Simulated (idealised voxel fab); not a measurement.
process module | voxel capacitor over wiring
cross-section cut | 180 nm wide | cells 5 nm
A cross-section is a grid of square cells, given in bands from the top down. A band is one or more rows of cells.
Each band's line starts with the height of the band's top and of its bottom, in nm. Then come its materials from left to right, each with its width in nm. One material with "throughout" fills the band from edge to edge. "air" is empty space.
Height 0 is the level under which the wafer as received is all one material. The lowest band goes on downwards, as in "0 down".
A width such as "30 to 40" changes by the same amount from each row of cells to the next, from the band's top row to its bottom row.
"no change" after a step means that no cell of the cross-section changed.
closed voids: empty space of 8 cells or more with no open way to the top, each as width x height at its distance from the left edge, in nm
after a step's settings: what the simulator itself notes on the step
overlay nm, on a step with a mask: how far to the right of its planned place the mask lay; to the left if negative
plan
1 op RECEIVE | material Si
2 op CONFORMAL_DEP | material SiO2 | thk nm 10
3 op CONFORMAL_DEP | material SiN | thk nm 5
4 op DIRECTIONAL_DEP | material lowk | thk nm 15
5 op DIRECTIONAL_DEP | material aC | thk nm 10
6 op PATTERN | tone open | mask id METAL_1 | material resist | width nm 20 | pitch nm 80 | thk nm 30 | overlay nm 0
7 op DIRECTIONAL_ETCH | etch materials aC | depth nm 10
8 op STRIP | etch materials resist
9 op DIRECTIONAL_ETCH | etch materials lowk | depth nm 15
10 op DIRECTIONAL_ETCH | etch materials SiN | depth nm 5
11 op STRIP | etch materials aC
12 op CONFORMAL_DEP | material TiN | thk nm 5
13 op FILL_DEP | material W | thk nm 10
14 op CMP | height nm 30
15 op EPI | material Ru | thk nm 5
16 op FILL_DEP | material SiCN | thk nm 5
17 op DIRECTIONAL_DEP | material lowk | thk nm 20
18 op MASKED_ETCH | tone open | mask id PLUG_1 | width nm 15 | etch materials lowk | depth nm 20 | overlay nm 0
19 op MASKED_ETCH | tone open | mask id PLUG_1 | width nm 15 | etch materials SiCN | depth nm 5 | overlay nm 0
20 op CONFORMAL_DEP | material TiN | thk nm 5
21 op FILL_DEP | material Cu | thk nm 10
22 op CMP | height nm 60
23 op DIRECTIONAL_DEP | material TiN | thk nm 10
24 op DIRECTIONAL_DEP | material Al2O3 | thk nm 5
25 op DIRECTIONAL_DEP | material TiN | thk nm 10
26 op DIRECTIONAL_DEP | material aC | thk nm 10
27 op PATTERN | tone cover | mask id UPPER_PLATE | material resist | width nm 65 | thk nm 30 | overlay nm 0
28 op DIRECTIONAL_ETCH | etch materials aC | depth nm 10
29 op STRIP | etch materials resist
30 op DIRECTIONAL_ETCH | etch materials TiN | depth nm 10
31 op DIRECTIONAL_ETCH | etch materials Al2O3 | depth nm 5
32 op STRIP | etch materials aC
33 op DIRECTIONAL_DEP | material aC | thk nm 15
34 op PATTERN | tone cover | mask id LOWER_PLATE | material resist | width nm 75 | thk nm 30 | overlay nm 0
35 op DIRECTIONAL_ETCH | etch materials aC | depth nm 15
36 op STRIP | etch materials resist
37 op DIRECTIONAL_ETCH | etch materials TiN | depth nm 10
38 op STRIP | etch materials aC
39 op FILL_DEP | material SiO2 | thk nm 15
40 op CMP | height nm 95
41 op MASKED_ETCH | tone open | mask id PLUG_2 | width nm 15 | etch materials SiO2 | depth nm 10 | overlay nm 0
42 op CONFORMAL_DEP | material TiN | thk nm 5
43 op FILL_DEP | material W | thk nm 10
44 op CMP | height nm 95
45 op CONFORMAL_DEP | material SiCN | thk nm 5
as received, after step 1
  0 down: Si throughout
  closed voids: none
a wafer at the end: this start, this plan, one mistake
  100 to 95: SiCN throughout
  95 to 90: SiO2 55 | TiN 5 | W 5 | TiN 5 | SiO2 110
  90 to 85: SiO2 55 | TiN 15 | SiO2 110
  85 to 75: SiO2 45 | TiN 65 | SiO2 70
  75 to 70: SiO2 45 | Al2O3 65 | SiO2 70
  70 to 60: SiO2 40 | TiN 75 | SiO2 65
  60 to 40: lowk 45 | TiN 5 | Cu 5 | TiN 5 | lowk 120
  40 to 35: SiCN 45 | TiN 15 | SiCN 120
  35 to 30: SiCN 35 | Ru 30 | SiCN 50 | Ru 30 | SiCN 35
  30 to 20: lowk 40 | TiN 5 | W 10 | TiN 5 | lowk 60 | TiN 5 | W 10 | TiN 5 | lowk 40
  20 to 15: lowk 40 | TiN 20 | lowk 60 | TiN 20 | lowk 40
  15 to 10: Cu throughout
  10 to 0: SiO2 throughout
  0 down: Si throughout
  closed voids: none
what went wrong: step 3 ran as: op CONFORMAL_DEP | material Cu | thk nm 5
